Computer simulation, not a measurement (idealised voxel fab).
process module | voxel trench capacitor
cross-section cut | 180 nm wide | cells 5 nm
Square cells in a grid make up a cross-section in this document, and the grid is given as bands, listed from the top down, each one or more rows of cells. Look at the band entry: it leads with the top's height and the bottom's height in nm. Then it lists the materials left to right, with a width in nm for each. The word "full width" on a single material says that material fills the band edge to edge. The word "empty" is empty space. Note: height 0 marks the level under which the wafer is uniformly one material as received. Lowest band unbounded below, written "from 0 down". With a width like "30->40", each row of cells in the band differs from the next by the same amount, the top row carrying the first number and the bottom row the second. Key: "no change" - step with no changed cell in the cross-section. Under "Trapped voids" you'll find the enclosed gaps, the ones with no way out to the top, that are 8 cells or bigger; each reads width x height at distance, with distance counted from the left edge, everything in nm. Read whatever lies past the settings on a step's line as the simulator's own remark about the step. For masked steps, "overlay nm" on the step line gives how far right of plan the mask actually lay; a minus sign means it lay to the left.
**Process steps foreseen in the plan**
1. RECEIVE (material Si)
2. CONFORMAL_DEP (material SiN; thk nm 10)
3. DIRECTIONAL_DEP (material aC; thk nm 10)
4. PATTERN (tone open; mask id TRENCH; material resist; width nm 15; pitch nm 55; thk nm 25; overlay nm 0)
5. DIRECTIONAL_ETCH (etch materials aC; depth nm 10)
6. STRIP (etch materials resist)
7. DIRECTIONAL_ETCH (etch materials SiN; depth nm 10)
8. DIRECTIONAL_ETCH (etch materials Si; depth nm 40)
9. STRIP (etch materials aC)
10. CONFORMAL_DEP (material SiO2; thk nm 5)
11. FILL_DEP (material polySi; thk nm 10)
12. CMP (height nm 10)
Same starting wafers, different width nm at step 4. Plan value belongs to the first wafer.
**First of several wafers, received after step 1, in cross-section**
> from 0 down: Si full width
> Trapped voids: none
**Where each wafer stands at the end of the module, a row apiece: cells of each material gained (+) or lost (-) since it was received, then closed voids**
width nm 15; -48 Si; +60 SiN; +42 SiO2; +18 polySi; Trapped voids: none
width nm 20; -64 Si; +56 SiN; +44 SiO2; +36 polySi; Trapped voids: none
width nm 25; -80 Si; +52 SiN; +46 SiO2; +54 polySi; Trapped voids: none
width nm 30; -96 Si; +48 SiN; +48 SiO2; +72 polySi; Trapped voids: none
width nm 35; -112 Si; +44 SiN; +50 SiO2; +90 polySi; Trapped voids: none
width nm 40; -128 Si; +40 SiN; +52 SiO2; +108 polySi; Trapped voids: none
